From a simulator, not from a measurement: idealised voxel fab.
process module | voxel gate over fins
cross-section cut | 265 nm wide | cells 5 nm
A cross-section is a grid of square cells, given in bands from the top down. A band is one or more rows of cells.
Each band's line starts with the height of the band's top and of its bottom, in nm. Then come its materials from left to right, each with its width in nm. One material with "throughout" fills the band from edge to edge. "air" is empty space.
Height 0 is the level under which the wafer as received is all one material. The lowest band goes on downwards, as in "0 down".
A width such as "30 to 40" changes by the same amount from each row of cells to the next, from the band's top row to its bottom row.
"no change" after a step means that no cell of the cross-section changed.
closed voids: empty space of 8 cells or more with no open way to the top, each as width x height at its distance from the left edge, in nm
after a step's settings: what the simulator itself notes on the step
overlay nm, on a step with a mask: how far to the right of its planned place the mask lay; to the left if negative
plan
1 op RECEIVE | material Si
2 op CONFORMAL_DEP | material SiN | thk nm 5
3 op MASKED_ETCH | tone cover | mask id FINS | width nm 15 | pitch nm 35 | etch materials SiN | depth nm 5 | overlay nm 0
4 op MASKED_ETCH | tone cover | mask id FINS | width nm 15 | pitch nm 35 | etch materials Si | depth nm 30 | overlay nm 0
5 op FILL_DEP | material SiO2 | thk nm 10
6 op CMP | height nm 5
7 op SELECTIVE_ETCH | etch materials SiO2 | depth nm 15
8 op STRIP | etch materials SiN
9 op CONFORMAL_DEP | material HfO2 | thk nm 5
10 op CONFORMAL_DEP | material TiN | thk nm 5
11 op FILL_DEP | material W | thk nm 15
12 op CMP | height nm 20
13 op CONFORMAL_DEP | material SiCN | thk nm 5
as received, after step 1
  0 down: Si throughout
  closed voids: none
first wafer at the end, as planned
  25 to 20: SiCN throughout
  20 to 10: W throughout
  10 to 5: W 80 | TiN 105 | W 80
  5 to 0: W 80 | TiN 5 | HfO2 25 | TiN 10 | HfO2 25 | TiN 10 | HfO2 25 | TiN 5 | W 80
  0 to -5: TiN 85 | HfO2 5 | Si 15 | HfO2 5 | TiN 10 | HfO2 5 | Si 15 | HfO2 5 | TiN 10 | HfO2 5 | Si 15 | HfO2 5 | TiN 85
  -5 to -10: HfO2 90 | Si 15 | HfO2 20 | Si 15 | HfO2 20 | Si 15 | HfO2 90
  -10 to -30: SiO2 90 | Si 15 | SiO2 20 | Si 15 | SiO2 20 | Si 15 | SiO2 90
  -30 down: Si throughout
  closed voids: none
second wafer at the end: like start, like plan, one mistake
  25 to 20: SiCN throughout
  20 to 15: W 70 | TiN 125 | W 70
  15 to 10: W 70 | TiN 5 | HfO2 115 | TiN 5 | W 70
  10 to 5: TiN 75 | HfO2 115 | TiN 75
  5 to 0: HfO2 throughout
  0 to -10: HfO2 90 | Si 15 | HfO2 20 | Si 15 | HfO2 20 | Si 15 | HfO2 90
  -10 to -30: SiO2 90 | Si 15 | SiO2 20 | Si 15 | SiO2 20 | Si 15 | SiO2 90
  -30 down: Si throughout
  closed voids: none
what went wrong: step 9 ran as: op CONFORMAL_DEP | material HfO2 | thk nm 15
at the end the second wafer has, in cells: 122 more of HfO2 | 8 fewer of TiN | 114 fewer of W
